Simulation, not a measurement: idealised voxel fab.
The name of this process module is voxel wiring stack.
The cross-section shown here is cut; it is 255 nm wide and divided into square cells measuring 5 nm on a side.
For the purposes of this document, a cross-section shall be understood as a grid of square cells, specified as bands listed in top-to-bottom order, each band consisting of one or more rows of cells. The band entry comprises the height of the band's top followed by the height of its bottom, expressed in nm, and subsequently the band's materials from left to right, each stated together with its width in nm. Where a single material is marked with the word "everywhere", that material fills the band from edge to edge. The word "blank" represents empty space. Heights from 0 (as-received wafer is one material below). Bottom band endless downward, as "z 0 and below". The two numbers in a width such as "30 to 40" mark its ends across the band: the first belongs to the top row of cells, the second to the bottom row, and from each row to the next the width moves by the same amount. Step note "nothing was modified" = no cross-section cell changed. Each empty space that has no open way to the top and spans at least 8 cells appears under "Trapped cavities" as width x height at distance, the distance counted from the left edge, all in nm. Post-settings text on a step line: simulator's own remark regarding the step. overlay nm: on a step with a mask, how far right of its planned place the mask lay; negative means left.
## The planned process steps are enumerated hereunder
1,RECEIVE (material Si)
2,CONFORMAL_DEP (material SiO2; thk nm 10)
3,CONFORMAL_DEP (material SiCN; thk nm 5)
4,DIRECTIONAL_DEP (material SiO2; thk nm 20)
5,MASKED_ETCH (tone open; mask id METAL_1; width nm 25; pitch nm 55; etch materials SiO2; depth nm 20; overlay nm 0)
6,MASKED_ETCH (tone open; mask id METAL_1; width nm 25; pitch nm 55; etch materials SiCN; depth nm 5; overlay nm 0)
7,CONFORMAL_DEP (material TiN; thk nm 5)
8,FILL_DEP (material W; thk nm 5)
9,CMP (height nm 35)
10,EPI (material Ru; thk nm 5)
11,FILL_DEP (material SiCN; thk nm 5)
12,DIRECTIONAL_DEP (material lowk; thk nm 25)
13,DIRECTIONAL_DEP (material aC; thk nm 10)
14,PATTERN (tone open; mask id METAL_2_HOLES; material resist; width nm 15; pitch nm 55; thk nm 30; overlay nm 0)
15,DIRECTIONAL_ETCH (etch materials aC; depth nm 10)
16,STRIP (etch materials resist)
17,DIRECTIONAL_ETCH (etch materials lowk; depth nm 25)
18,STRIP (etch materials aC)
19,PATTERN (tone open; mask id METAL_2; material resist; width nm 25; pitch nm 55; thk nm 20; overlay nm 0)
20,DIRECTIONAL_ETCH (etch materials lowk; depth nm 15)
21,DIRECTIONAL_ETCH (etch materials SiCN; depth nm 5)
22,STRIP (etch materials resist)
23,CONFORMAL_DEP (material TiN; thk nm 5)
24,FILL_DEP (material Ru; thk nm 10)
25,CMP (height nm 70)
26,CONFORMAL_DEP (material SiCN; thk nm 5)
27,DIRECTIONAL_DEP (material lowk; thk nm 25)
28,DIRECTIONAL_DEP (material aC; thk nm 15)
29,PATTERN (tone open; mask id METAL_3; material resist; width nm 25; pitch nm 55; thk nm 30; overlay nm 0)
30,DIRECTIONAL_ETCH (etch materials aC; depth nm 15)
31,STRIP (etch materials resist)
32,DIRECTIONAL_ETCH (etch materials lowk; depth nm 15)
33,STRIP (etch materials aC)
34,PATTERN (tone open; mask id METAL_3_HOLES; material resist; width nm 15; pitch nm 55; thk nm 20; overlay nm 0)
35,DIRECTIONAL_ETCH (etch materials lowk; depth nm 10)
36,DIRECTIONAL_ETCH (etch materials SiCN; depth nm 5)
37,STRIP (etch materials resist)
38,CONFORMAL_DEP (material TiN; thk nm 5)
39,FILL_DEP (material Cu; thk nm 10)
40,CMP (height nm 100)
41,CONFORMAL_DEP (material SiN; thk nm 5)
## The first wafer of two, processed as planned
## Wafer cross-section on receipt, i.e. after step 1
    z 0 and below | Si everywhere
    Trapped cavities: none
## Once step 2 is through, the wafer looks like this in cross-section
    z 10 to 0 | SiO2 everywhere
    Heights below 0 show no change.
## Once step 3 is through, the wafer looks like this in cross-section
    z 15 to 10 | SiCN everywhere
    Heights below 10 show no change.
## Once step 4 is through, the wafer looks like this in cross-section
    z 35 to 15 | SiO2 everywhere
    Heights below 15 show no change.
## Once step 5 is through, the wafer looks like this in cross-section
    z 35 to 15 | 60 of SiO2, then 25 of blank, then 30 of SiO2, then 25 of blank, then 30 of SiO2, then 25 of blank, then 60 of SiO2
    Heights below 15 show no change.
## Once step 6 is through, the wafer looks like this in cross-section
    z 35 to 15 | 60 of SiO2, then 25 of blank, then 30 of SiO2, then 25 of blank, then 30 of SiO2, then 25 of blank, then 60 of SiO2
    z 15 to 10 | 60 of SiCN, then 25 of blank, then 30 of SiCN, then 25 of blank, then 30 of SiCN, then 25 of blank, then 60 of SiCN
    Heights below 10 show no change.
## Once step 7 is through, the wafer looks like this in cross-section
    z 40 to 35 | 65 of TiN, then 15 of blank, then 40 of TiN, then 15 of blank, then 40 of TiN, then 15 of blank, then 65 of TiN
    z 35 to 15 | 60 of SiO2, then 5 of TiN, then 15 of blank, then 5 of TiN, then 30 of SiO2, then 5 of TiN, then 15 of blank, then 5 of TiN, then 30 of SiO2, then 5 of TiN, then 15 of blank, then 5 of TiN, then 60 of SiO2
    z 15 to 10 | 60 of SiCN, then 25 of TiN, then 30 of SiCN, then 25 of TiN, then 30 of SiCN, then 25 of TiN, then 60 of SiCN
    Heights below 10 show no change.
## Once step 8 is through, the wafer looks like this in cross-section
    z 45 to 40 | W everywhere
    z 40 to 35 | 65 of TiN, then 15 of W, then 40 of TiN, then 15 of W, then 40 of TiN, then 15 of W, then 65 of TiN
    z 35 to 15 | 60 of SiO2, then 5 of TiN, then 15 of W, then 5 of TiN, then 30 of SiO2, then 5 of TiN, then 15 of W, then 5 of TiN, then 30 of SiO2, then 5 of TiN, then 15 of W, then 5 of TiN, then 60 of SiO2
    Heights below 15 show no change.
## Once step 9 is through, the wafer looks like this in cross-section
    z 35 to 15 | 60 of SiO2, then 5 of TiN, then 15 of W, then 5 of TiN, then 30 of SiO2, then 5 of TiN, then 15 of W, then 5 of TiN, then 30 of SiO2, then 5 of TiN, then 15 of W, then 5 of TiN, then 60 of SiO2
    Heights below 15 show no change.
## Once step 10 is through, the wafer looks like this in cross-section
    z 40 to 35 | 55 of blank, then 35 of Ru, then 20 of blank, then 35 of Ru, then 20 of blank, then 35 of Ru, then 55 of blank
    Heights below 35 show no change.
## Once step 11 is through, the wafer looks like this in cross-section
    z 45 to 40 | SiCN everywhere
    z 40 to 35 | 55 of SiCN, then 35 of Ru, then 20 of SiCN, then 35 of Ru, then 20 of SiCN, then 35 of Ru, then 55 of SiCN
    Heights below 35 show no change.
## Once step 12 is through, the wafer looks like this in cross-section
    z 70 to 45 | lowk everywhere
    Heights below 45 show no change.
## Once step 13 is through, the wafer looks like this in cross-section
    z 80 to 70 | aC everywhere
    Heights below 70 show no change.
## Once step 14 is through, the wafer looks like this in cross-section
    z 110 to 80 | 60 of resist, then 15 of blank, then 40 of resist, then 15 of blank, then 40 of resist, then 15 of blank, then 70 of resist
    Heights below 80 show no change.
## Once step 15 is through, the wafer looks like this in cross-section
    z 100 to 80 | 60 of resist, then 15 of blank, then 40 of resist, then 15 of blank, then 40 of resist, then 15 of blank, then 70 of resist
    z 80 to 70 | 60 of aC, then 15 of blank, then 40 of aC, then 15 of blank, then 40 of aC, then 15 of blank, then 70 of aC
    Heights below 70 show no change.
## Once step 16 is through, the wafer looks like this in cross-section
    z 80 to 70 | 60 of aC, then 15 of blank, then 40 of aC, then 15 of blank, then 40 of aC, then 15 of blank, then 70 of aC
    Heights below 70 show no change.
## Once step 17 is through, the wafer looks like this in cross-section
    z 80 to 70 | 60 of aC, then 15 of blank, then 40 of aC, then 15 of blank, then 40 of aC, then 15 of blank, then 70 of aC
    z 70 to 45 | 60 of lowk, then 15 of blank, then 40 of lowk, then 15 of blank, then 40 of lowk, then 15 of blank, then 70 of lowk
    Heights below 45 show no change.
## Once step 18 is through, the wafer looks like this in cross-section
    z 70 to 45 | 60 of lowk, then 15 of blank, then 40 of lowk, then 15 of blank, then 40 of lowk, then 15 of blank, then 70 of lowk
    Heights below 45 show no change.
## Once step 19 is through, the wafer looks like this in cross-section
    z 90 to 70 | 60 of resist, then 25 of blank, then 30 of resist, then 25 of blank, then 30 of resist, then 25 of blank, then 60 of resist
    Heights below 70 show no change.
## Once step 20 is through, the wafer looks like this in cross-section
    z 90 to 70 | 60 of resist, then 25 of blank, then 30 of resist, then 25 of blank, then 30 of resist, then 25 of blank, then 60 of resist
    z 70 to 55 | 60 of lowk, then 25 of blank, then 30 of lowk, then 25 of blank, then 30 of lowk, then 25 of blank, then 60 of lowk
    Heights below 55 show no change.
## Once step 21 is through, the wafer looks like this in cross-section
    z 90 to 70 | 60 of resist, then 25 of blank, then 30 of resist, then 25 of blank, then 30 of resist, then 25 of blank, then 60 of resist
    z 70 to 55 | 60 of lowk, then 25 of blank, then 30 of lowk, then 25 of blank, then 30 of lowk, then 25 of blank, then 60 of lowk
    z 55 to 45 | 60 of lowk, then 15 of blank, then 40 of lowk, then 15 of blank, then 40 of lowk, then 15 of blank, then 70 of lowk
    z 45 to 40 | 60 of SiCN, then 15 of blank, then 40 of SiCN, then 15 of blank, then 40 of SiCN, then 15 of blank, then 70 of SiCN
    Heights below 40 show no change.
## Once step 22 is through, the wafer looks like this in cross-section
    z 70 to 55 | 60 of lowk, then 25 of blank, then 30 of lowk, then 25 of blank, then 30 of lowk, then 25 of blank, then 60 of lowk
    Heights below 55 show no change.
## Once step 23 is through, the wafer looks like this in cross-section
    z 75 to 70 | 65 of TiN, then 15 of blank, then 40 of TiN, then 15 of blank, then 40 of TiN, then 15 of blank, then 65 of TiN
    z 70 to 60 | 60 of lowk, then 5 of TiN, then 15 of blank, then 5 of TiN, then 30 of lowk, then 5 of TiN, then 15 of blank, then 5 of TiN, then 30 of lowk, then 5 of TiN, then 15 of blank, then 5 of TiN, then 60 of lowk
    z 60 to 55 | 60 of lowk, then 5 of TiN, then 5 of blank, then 15 of TiN, then 30 of lowk, then 5 of TiN, then 5 of blank, then 15 of TiN, then 30 of lowk, then 5 of TiN, then 5 of blank, then 15 of TiN, then 60 of lowk
    z 55 to 45 | 60 of lowk, then 5 of TiN, then 5 of blank, then 5 of TiN, then 40 of lowk, then 5 of TiN, then 5 of blank, then 5 of TiN, then 40 of lowk, then 5 of TiN, then 5 of blank, then 5 of TiN, then 70 of lowk
    z 45 to 40 | 60 of SiCN, then 15 of TiN, then 40 of SiCN, then 15 of TiN, then 40 of SiCN, then 15 of TiN, then 70 of SiCN
    Heights below 40 show no change.
## Once step 24 is through, the wafer looks like this in cross-section
    z 85 to 75 | Ru everywhere
    z 75 to 70 | 65 of TiN, then 15 of Ru, then 40 of TiN, then 15 of Ru, then 40 of TiN, then 15 of Ru, then 65 of TiN
    z 70 to 60 | 60 of lowk, then 5 of TiN, then 15 of Ru, then 5 of TiN, then 30 of lowk, then 5 of TiN, then 15 of Ru, then 5 of TiN, then 30 of lowk, then 5 of TiN, then 15 of Ru, then 5 of TiN, then 60 of lowk
    z 60 to 55 | 60 of lowk, then 5 of TiN, then 5 of Ru, then 15 of TiN, then 30 of lowk, then 5 of TiN, then 5 of Ru, then 15 of TiN, then 30 of lowk, then 5 of TiN, then 5 of Ru, then 15 of TiN, then 60 of lowk
    z 55 to 45 | 60 of lowk, then 5 of TiN, then 5 of Ru, then 5 of TiN, then 40 of lowk, then 5 of TiN, then 5 of Ru, then 5 of TiN, then 40 of lowk, then 5 of TiN, then 5 of Ru, then 5 of TiN, then 70 of lowk
    Heights below 45 show no change.
## Once step 25 is through, the wafer looks like this in cross-section
    z 70 to 60 | 60 of lowk, then 5 of TiN, then 15 of Ru, then 5 of TiN, then 30 of lowk, then 5 of TiN, then 15 of Ru, then 5 of TiN, then 30 of lowk, then 5 of TiN, then 15 of Ru, then 5 of TiN, then 60 of lowk
    Heights below 60 show no change.
## Once step 26 is through, the wafer looks like this in cross-section
    z 75 to 70 | SiCN everywhere
    Heights below 70 show no change.
## Once step 27 is through, the wafer looks like this in cross-section
    z 100 to 75 | lowk everywhere
    Heights below 75 show no change.
## Once step 28 is through, the wafer looks like this in cross-section
    z 115 to 100 | aC everywhere
    Heights below 100 show no change.
## Once step 29 is through, the wafer looks like this in cross-section
    z 145 to 115 | 60 of resist, then 25 of blank, then 30 of resist, then 25 of blank, then 30 of resist, then 25 of blank, then 60 of resist
    Heights below 115 show no change.
## Once step 30 is through, the wafer looks like this in cross-section
    z 130 to 115 | 60 of resist, then 25 of blank, then 30 of resist, then 25 of blank, then 30 of resist, then 25 of blank, then 60 of resist
    z 115 to 100 | 60 of aC, then 25 of blank, then 30 of aC, then 25 of blank, then 30 of aC, then 25 of blank, then 60 of aC
    Heights below 100 show no change.
## Once step 31 is through, the wafer looks like this in cross-section
    z 115 to 100 | 60 of aC, then 25 of blank, then 30 of aC, then 25 of blank, then 30 of aC, then 25 of blank, then 60 of aC
    Heights below 100 show no change.
## Once step 32 is through, the wafer looks like this in cross-section
    z 115 to 100 | 60 of aC, then 25 of blank, then 30 of aC, then 25 of blank, then 30 of aC, then 25 of blank, then 60 of aC
    z 100 to 85 | 60 of lowk, then 25 of blank, then 30 of lowk, then 25 of blank, then 30 of lowk, then 25 of blank, then 60 of lowk
    Heights below 85 show no change.
## Once step 33 is through, the wafer looks like this in cross-section
    z 100 to 85 | 60 of lowk, then 25 of blank, then 30 of lowk, then 25 of blank, then 30 of lowk, then 25 of blank, then 60 of lowk
    Heights below 85 show no change.
## Once step 34 is through, the wafer looks like this in cross-section
    z 120 to 100 | 60 of resist, then 15 of blank, then 40 of resist, then 15 of blank, then 40 of resist, then 15 of blank, then 70 of resist
    z 100 to 85 | 60 of lowk, then 15 of blank, then 10 of resist, then 30 of lowk, then 15 of blank, then 10 of resist, then 30 of lowk, then 15 of blank, then 10 of resist, then 60 of lowk
    Heights below 85 show no change.
## Once step 35 is through, the wafer looks like this in cross-section
    z 120 to 100 | 60 of resist, then 15 of blank, then 40 of resist, then 15 of blank, then 40 of resist, then 15 of blank, then 70 of resist
    z 100 to 85 | 60 of lowk, then 15 of blank, then 10 of resist, then 30 of lowk, then 15 of blank, then 10 of resist, then 30 of lowk, then 15 of blank, then 10 of resist, then 60 of lowk
    z 85 to 75 | 60 of lowk, then 15 of blank, then 40 of lowk, then 15 of blank, then 40 of lowk, then 15 of blank, then 70 of lowk
    Heights below 75 show no change.
## Once step 36 is through, the wafer looks like this in cross-section
    z 120 to 100 | 60 of resist, then 15 of blank, then 40 of resist, then 15 of blank, then 40 of resist, then 15 of blank, then 70 of resist
    z 100 to 85 | 60 of lowk, then 15 of blank, then 10 of resist, then 30 of lowk, then 15 of blank, then 10 of resist, then 30 of lowk, then 15 of blank, then 10 of resist, then 60 of lowk
    z 85 to 75 | 60 of lowk, then 15 of blank, then 40 of lowk, then 15 of blank, then 40 of lowk, then 15 of blank, then 70 of lowk
    z 75 to 70 | 60 of SiCN, then 15 of blank, then 40 of SiCN, then 15 of blank, then 40 of SiCN, then 15 of blank, then 70 of SiCN
    Heights below 70 show no change.
## Once step 37 is through, the wafer looks like this in cross-section
    z 100 to 85 | 60 of lowk, then 25 of blank, then 30 of lowk, then 25 of blank, then 30 of lowk, then 25 of blank, then 60 of lowk
    Heights below 85 show no change.
## Once step 38 is through, the wafer looks like this in cross-section
    z 105 to 100 | 65 of TiN, then 15 of blank, then 40 of TiN, then 15 of blank, then 40 of TiN, then 15 of blank, then 65 of TiN
    z 100 to 90 | 60 of lowk, then 5 of TiN, then 15 of blank, then 5 of TiN, then 30 of lowk, then 5 of TiN, then 15 of blank, then 5 of TiN, then 30 of lowk, then 5 of TiN, then 15 of blank, then 5 of TiN, then 60 of lowk
    z 90 to 85 | 60 of lowk, then 5 of TiN, then 5 of blank, then 15 of TiN, then 30 of lowk, then 5 of TiN, then 5 of blank, then 15 of TiN, then 30 of lowk, then 5 of TiN, then 5 of blank, then 15 of TiN, then 60 of lowk
    z 85 to 75 | 60 of lowk, then 5 of TiN, then 5 of blank, then 5 of TiN, then 40 of lowk, then 5 of TiN, then 5 of blank, then 5 of TiN, then 40 of lowk, then 5 of TiN, then 5 of blank, then 5 of TiN, then 70 of lowk
    z 75 to 70 | 60 of SiCN, then 15 of TiN, then 40 of SiCN, then 15 of TiN, then 40 of SiCN, then 15 of TiN, then 70 of SiCN
    Heights below 70 show no change.
## Once step 39 is through, the wafer looks like this in cross-section
    z 115 to 105 | Cu everywhere
    z 105 to 100 | 65 of TiN, then 15 of Cu, then 40 of TiN, then 15 of Cu, then 40 of TiN, then 15 of Cu, then 65 of TiN
    z 100 to 90 | 60 of lowk, then 5 of TiN, then 15 of Cu, then 5 of TiN, then 30 of lowk, then 5 of TiN, then 15 of Cu, then 5 of TiN, then 30 of lowk, then 5 of TiN, then 15 of Cu, then 5 of TiN, then 60 of lowk
    z 90 to 85 | 60 of lowk, then 5 of TiN, then 5 of Cu, then 15 of TiN, then 30 of lowk, then 5 of TiN, then 5 of Cu, then 15 of TiN, then 30 of lowk, then 5 of TiN, then 5 of Cu, then 15 of TiN, then 60 of lowk
    z 85 to 75 | 60 of lowk, then 5 of TiN, then 5 of Cu, then 5 of TiN, then 40 of lowk, then 5 of TiN, then 5 of Cu, then 5 of TiN, then 40 of lowk, then 5 of TiN, then 5 of Cu, then 5 of TiN, then 70 of lowk
    Heights below 75 show no change.
## Once step 40 is through, the wafer looks like this in cross-section
    z 100 to 90 | 60 of lowk, then 5 of TiN, then 15 of Cu, then 5 of TiN, then 30 of lowk, then 5 of TiN, then 15 of Cu, then 5 of TiN, then 30 of lowk, then 5 of TiN, then 15 of Cu, then 5 of TiN, then 60 of lowk
    Heights below 90 show no change.
## Once step 41 is through, the wafer looks like this in cross-section
    z 105 to 100 | SiN everywhere
    Heights below 100 show no change.
## Second wafer - shared start and plan with the first - one error in running - same as the first up to step 28 inclusive
## Here is the second wafer in cross-section at the point where step 29 of the plan should have been done
    z 145 to 115 | 60 of blank, then 25 of resist, then 30 of blank, then 25 of resist, then 30 of blank, then 25 of resist, then 60 of blank
    Heights below 115 show no change.
## Here is the second wafer in cross-section at the point where step 30 of the plan should have been done
    z 130 to 115 | 60 of blank, then 25 of resist, then 30 of blank, then 25 of resist, then 30 of blank, then 25 of resist, then 60 of blank
    z 115 to 100 | 60 of blank, then 25 of aC, then 30 of blank, then 25 of aC, then 30 of blank, then 25 of aC, then 60 of blank
    Heights below 100 show no change.
## Here is the second wafer in cross-section at the point where step 31 of the plan should have been done
    z 115 to 100 | 60 of blank, then 25 of aC, then 30 of blank, then 25 of aC, then 30 of blank, then 25 of aC, then 60 of blank
    Heights below 100 show no change.
## Here is the second wafer in cross-section at the point where step 32 of the plan should have been done
    z 115 to 100 | 60 of blank, then 25 of aC, then 30 of blank, then 25 of aC, then 30 of blank, then 25 of aC, then 60 of blank
    z 100 to 85 | 60 of blank, then 25 of lowk, then 30 of blank, then 25 of lowk, then 30 of blank, then 25 of lowk, then 60 of blank
    Heights below 85 show no change.
## Here is the second wafer in cross-section at the point where step 33 of the plan should have been done
    z 100 to 85 | 60 of blank, then 25 of lowk, then 30 of blank, then 25 of lowk, then 30 of blank, then 25 of lowk, then 60 of blank
    Heights below 85 show no change.
## Here is the second wafer in cross-section at the point where step 34 of the plan should have been done
    z 120 to 100 | 60 of resist, then 15 of blank, then 40 of resist, then 15 of blank, then 40 of resist, then 15 of blank, then 70 of resist
    z 100 to 85 | 60 of resist, then 25 of lowk, then 30 of resist, then 25 of lowk, then 30 of resist, then 25 of lowk, then 60 of resist
    Heights below 85 show no change.
## Here is the second wafer in cross-section at the point where step 35 of the plan should have been done
    z 120 to 100 | 60 of resist, then 15 of blank, then 40 of resist, then 15 of blank, then 40 of resist, then 15 of blank, then 70 of resist
    z 100 to 90 | 60 of resist, then 15 of blank, then 10 of lowk, then 30 of resist, then 15 of blank, then 10 of lowk, then 30 of resist, then 15 of blank, then 10 of lowk, then 60 of resist
    Heights below 90 show no change.
Here is the second wafer in cross-section at the point where step 36 of the plan should have been done: nothing was modified
## Here is the second wafer in cross-section at the point where step 37 of the plan should have been done
    z 100 to 90 | 75 of blank, then 10 of lowk, then 45 of blank, then 10 of lowk, then 45 of blank, then 10 of lowk, then 60 of blank
    z 90 to 85 | 60 of blank, then 25 of lowk, then 30 of blank, then 25 of lowk, then 30 of blank, then 25 of lowk, then 60 of blank
    Heights below 85 show no change.
## Here is the second wafer in cross-section at the point where step 38 of the plan should have been done
    z 105 to 100 | 70 of blank, then 20 of TiN, then 35 of blank, then 20 of TiN, then 35 of blank, then 20 of TiN, then 55 of blank
    z 100 to 90 | 70 to 55 of blank, then 5 to 20 of TiN, then 10 of lowk, then 5 of TiN, then 35 to 20 of blank, then 5 to 20 of TiN, then 10 of lowk, then 5 of TiN, then 35 to 20 of blank, then 5 to 20 of TiN, then 10 of lowk, then 5 of TiN, then 55 of blank
    z 90 to 85 | 60 of TiN, then 25 of lowk, then 30 of TiN, then 25 of lowk, then 30 of TiN, then 25 of lowk, then 60 of TiN
    Heights below 85 show no change.
## Here is the second wafer in cross-section at the point where step 39 of the plan should have been done
    z 115 to 105 | Cu everywhere
    z 105 to 100 | 70 of Cu, then 20 of TiN, then 35 of Cu, then 20 of TiN, then 35 of Cu, then 20 of TiN, then 55 of Cu
    z 100 to 90 | 70 to 55 of Cu, then 5 to 20 of TiN, then 10 of lowk, then 5 of TiN, then 35 to 20 of Cu, then 5 to 20 of TiN, then 10 of lowk, then 5 of TiN, then 35 to 20 of Cu, then 5 to 20 of TiN, then 10 of lowk, then 5 of TiN, then 55 of Cu
    Heights below 90 show no change.
## Here is the second wafer in cross-section at the point where step 40 of the plan should have been done
    z 100 to 90 | 70 to 55 of Cu, then 5 to 20 of TiN, then 10 of lowk, then 5 of TiN, then 35 to 20 of Cu, then 5 to 20 of TiN, then 10 of lowk, then 5 of TiN, then 35 to 20 of Cu, then 5 to 20 of TiN, then 10 of lowk, then 5 of TiN, then 55 of Cu
    Heights below 90 show no change.
## Here is the second wafer in cross-section at the point where step 41 of the plan should have been done
    z 105 to 100 | SiN everywhere
    Heights below 100 show no change.
Against the plan, the run slipped here: it should be noted that step 29 was executed with settings other than those planned, the operation and settings actually applied being PATTERN (tone cover; mask id METAL_3; material resist; width nm 25; pitch nm 55; thk nm 30; overlay nm 0)
Cell-count delta at end, second wafer over first, by material: +42 Cu | +9 SiCN | +12 TiN | -63 lowk
